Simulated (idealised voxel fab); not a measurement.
The name of this process module is voxel ribs on slabs.
Xsec cut, 190 nm wide, square cell size 5 nm.
Cross-section, as written here: a square-cell grid given band by band from the top down, where a band holds one or more rows of cells.
Band entry format. Leading values: height of top, height of bottom, nm. Remainder: materials in left-to-right order, each with its width in nm. Special words: "everywhere" on a single material, which then fills the band edge to edge; "empty", empty space.
Basically, 0 is our baseline, since under it the wafer straight out of the box is all one material. The bottom band has no lower end and keeps on going down, so it looks like "0 nm and below".
Think of "30->40" as a width that walks from the first number to the second as you go down the band, top row to bottom row, taking equal-sized steps from row to row.
"remains unaltered", as given for a step, is the statement that not any cell of the cross-section underwent a change during that step.
Empty spaces counting at least 8 cells and having no open way to the top are listed in "Fully sealed cavities". The notation width x height at distance is used for each, the distance being from the left edge and all three values in nm.
Anything after a step's settings on that line? It's the simulator's own note about the step.
"overlay nm", when on a step's line for a step with a mask, measures how far to the right of its planned place the mask lay; a negative measure means to the left.

**Planned process steps**
step 1: RECEIVE [material Si]
step 2: DIRECTIONAL_DEP [material SiO2] [thk nm 25]
step 3: DIRECTIONAL_DEP [material SiN] [thk nm 15]
step 4: PATTERN [tone cover] [mask id RIB] [material resist] [width nm 20] [thk nm 20] [overlay nm 0]
step 5: DIRECTIONAL_ETCH [etch materials SiN] [depth nm 5]
step 6: STRIP [etch materials resist]
step 7: MASKED_ETCH [tone cover] [mask id SLAB] [width nm 80] [etch materials SiN] [depth nm 10] [overlay nm 0]
step 8: FILL_DEP [material SiO2] [thk nm 20]
step 9: CMP [height nm 50]
step 10: DIRECTIONAL_DEP [material TiN] [thk nm 10]
step 11: PATTERN [tone cover] [mask id HEATER] [material resist] [width nm 40] [thk nm 20] [overlay nm 0]
step 12: DIRECTIONAL_ETCH [etch materials TiN] [depth nm 10]
step 13: STRIP [etch materials resist]
step 14: CONFORMAL_DEP [material SiN] [thk nm 5]
All wafers enter the flow in the same state. The width nm at step 4 differs from wafer to wafer, and the plan gives the value for the first wafer.

**The first of several wafers, as received after step 1, seen in section**
  0 nm and below | Si everywhere
  Fully sealed cavities: none

**Basically each wafer gets a line in the table, showing it at the end of the module: material by material, the cells it gained (+) or lost (-) since we got it, then its closed voids**
width nm 20; +78 SiN; +344 SiO2; +16 TiN; Fully sealed cavities: none
width nm 25; +79 SiN; +343 SiO2; +16 TiN; Fully sealed cavities: none
width nm 30; +80 SiN; +342 SiO2; +16 TiN; Fully sealed cavities: none
width nm 35; +81 SiN; +341 SiO2; +16 TiN; Fully sealed cavities: none
width nm 40; +82 SiN; +340 SiO2; +16 TiN; Fully sealed cavities: none
width nm 45; +83 SiN; +339 SiO2; +16 TiN; Fully sealed cavities: none
